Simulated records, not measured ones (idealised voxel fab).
Process module name: voxel gate over fins
The cross-section on display is named cut; it measures 255 nm wide, and its cells are 5 nm squares.
Cross-section format: a grid of square cells, given as bands from top to bottom; each band is one or more rows of cells. The band entry comprises the height of the band's top followed by the height of its bottom, expressed in nm, and subsequently the band's materials from left to right, each stated together with its width in nm. Where a single material is marked with the word "edge to edge", that material fills the band from edge to edge. The word "blank" represents empty space. Height reference: 0 = level under which incoming wafer is all one material. Lowest band: no bottom, runs on downward, e.g. "top 0, no bottom". Width spec "30 to 40" -> top row of cells at first value, bottom row at second value, equal per-row change in between. Key: "stayed the same" - step with no changed cell in the cross-section. Closed-off voids of 8+ cells (no open route to the top) go in "Closed void listing", written width x height at distance from the left edge, in nm. Post-settings text on a step line: simulator's own remark regarding the step. overlay nm: mask offset rightward from planned place, masked step; negative means leftward offset.

Steps planned for the process:
1: RECEIVE,material Si
2: CONFORMAL_DEP,material SiN,thk nm 5
3: PATTERN,tone cover,mask id FINS,material resist,width nm 15,pitch nm 35,thk nm 20,overlay nm -15
4: DIRECTIONAL_ETCH,etch materials SiN,depth nm 5
5: DIRECTIONAL_ETCH,etch materials Si,depth nm 40
6: STRIP,etch materials resist
7: OXIDIZE,depth nm 5
8: FILL_DEP,material SiO2,thk nm 10
9: CMP,height nm 5
10: SELECTIVE_ETCH,etch materials SiO2,depth nm 15
11: STRIP,etch materials SiN
12: CONFORMAL_DEP,material HfO2,thk nm 5
13: CONFORMAL_DEP,material TiN,thk nm 5
14: CONFORMAL_DEP,material TiAl,thk nm 5
15: CONFORMAL_DEP,material TiN,thk nm 5
16: FILL_DEP,material W,thk nm 15
17: CMP,height nm 30
18: CONFORMAL_DEP,material SiCN,thk nm 10
The plan's step 3 overlay nm is the first wafer's value; the wafers differ in this setting and start identical.

The first of several wafers in cross-section, exactly as it reached us after step 1:
- top 0, no bottom  Si edge to edge
- Closed void listing: none

Module finished, last step 18 done: cross-section of the first of several wafers:
- top 40, bottom 30  SiCN edge to edge
- top 30, bottom 20  W edge to edge
- top 20, bottom 15  W 35 nm  TiN 150 nm  W 70 nm
- top 15, bottom 10  W 35 nm  TiN 5 nm  TiAl 140 nm  TiN 5 nm  W 70 nm
- top 10, bottom 5  TiN 40 nm  TiAl 5 nm  TiN 25 nm  TiAl 10 nm  TiN 25 nm  TiAl 10 nm  TiN 25 nm  TiAl 10 nm  TiN 25 nm  TiAl 5 nm  TiN 75 nm
- top 5, bottom 0  TiAl 45 nm  TiN 5 nm  HfO2 15 nm  TiN 5 nm  TiAl 10 nm  TiN 5 nm  HfO2 15 nm  TiN 5 nm  TiAl 10 nm  TiN 5 nm  HfO2 15 nm  TiN 5 nm  TiAl 10 nm  TiN 5 nm  HfO2 15 nm  TiN 5 nm  TiAl 80 nm
- top 0, bottom -5  TiN 50 nm  HfO2 5 nm  Si 5 nm  HfO2 5 nm  TiN 20 nm  HfO2 5 nm  Si 5 nm  HfO2 5 nm  TiN 20 nm  HfO2 5 nm  Si 5 nm  HfO2 5 nm  TiN 20 nm  HfO2 5 nm  Si 5 nm  HfO2 5 nm  TiN 85 nm
- top -5, bottom -10  HfO2 55 nm  Si 5 nm  HfO2 30 nm  Si 5 nm  HfO2 30 nm  Si 5 nm  HfO2 30 nm  Si 5 nm  HfO2 90 nm
- top -10, bottom -45  SiO2 55 nm  Si 5 nm  SiO2 30 nm  Si 5 nm  SiO2 30 nm  Si 5 nm  SiO2 30 nm  Si 5 nm  SiO2 90 nm
- top -45, no bottom  Si edge to edge
- Closed void listing: none

Last-wafer cross-section at the end of the module:
- top 40, bottom 30  SiCN edge to edge
- top 30, bottom 20  W edge to edge
- top 20, bottom 15  W 65 nm  TiN 150 nm  W 40 nm
- top 15, bottom 10  W 65 nm  TiN 5 nm  TiAl 140 nm  TiN 5 nm  W 40 nm
- top 10, bottom 5  TiN 70 nm  TiAl 5 nm  TiN 25 nm  TiAl 10 nm  TiN 25 nm  TiAl 10 nm  TiN 25 nm  TiAl 10 nm  TiN 25 nm  TiAl 5 nm  TiN 45 nm
- top 5, bottom 0  TiAl 75 nm  TiN 5 nm  HfO2 15 nm  TiN 5 nm  TiAl 10 nm  TiN 5 nm  HfO2 15 nm  TiN 5 nm  TiAl 10 nm  TiN 5 nm  HfO2 15 nm  TiN 5 nm  TiAl 10 nm  TiN 5 nm  HfO2 15 nm  TiN 5 nm  TiAl 50 nm
- top 0, bottom -5  TiN 80 nm  HfO2 5 nm  Si 5 nm  HfO2 5 nm  TiN 20 nm  HfO2 5 nm  Si 5 nm  HfO2 5 nm  TiN 20 nm  HfO2 5 nm  Si 5 nm  HfO2 5 nm  TiN 20 nm  HfO2 5 nm  Si 5 nm  HfO2 5 nm  TiN 55 nm
- top -5, bottom -10  HfO2 85 nm  Si 5 nm  HfO2 30 nm  Si 5 nm  HfO2 30 nm  Si 5 nm  HfO2 30 nm  Si 5 nm  HfO2 60 nm
- top -10, bottom -45  SiO2 85 nm  Si 5 nm  SiO2 30 nm  Si 5 nm  SiO2 30 nm  Si 5 nm  SiO2 30 nm  Si 5 nm  SiO2 60 nm
- top -45, no bottom  Si edge to edge
- Closed void listing: none

End of module, by wafer: material-by-material cell gain (+) or loss (-) since receipt, then closed voids:
overlay nm -15, +67 HfO2, -423 Si, +102 SiCN, +329 SiO2, +67 TiAl, +122 TiN, +144 W, Closed void listing: none
overlay nm -10, +67 HfO2, -423 Si, +102 SiCN, +329 SiO2, +67 TiAl, +122 TiN, +144 W, Closed void listing: none
overlay nm -5, +67 HfO2, -423 Si, +102 SiCN, +329 SiO2, +67 TiAl, +122 TiN, +144 W, Closed void listing: none
overlay nm 0, +67 HfO2, -423 Si, +102 SiCN, +329 SiO2, +67 TiAl, +122 TiN, +144 W, Closed void listing: none
overlay nm 5, +67 HfO2, -423 Si, +102 SiCN, +329 SiO2, +67 TiAl, +122 TiN, +144 W, Closed void listing: none
overlay nm 10, +67 HfO2, -423 Si, +102 SiCN, +329 SiO2, +67 TiAl, +122 TiN, +144 W, Closed void listing: none
overlay nm 15, +67 HfO2, -423 Si, +102 SiCN, +329 SiO2, +67 TiAl, +122 TiN, +144 W, Closed void listing: none
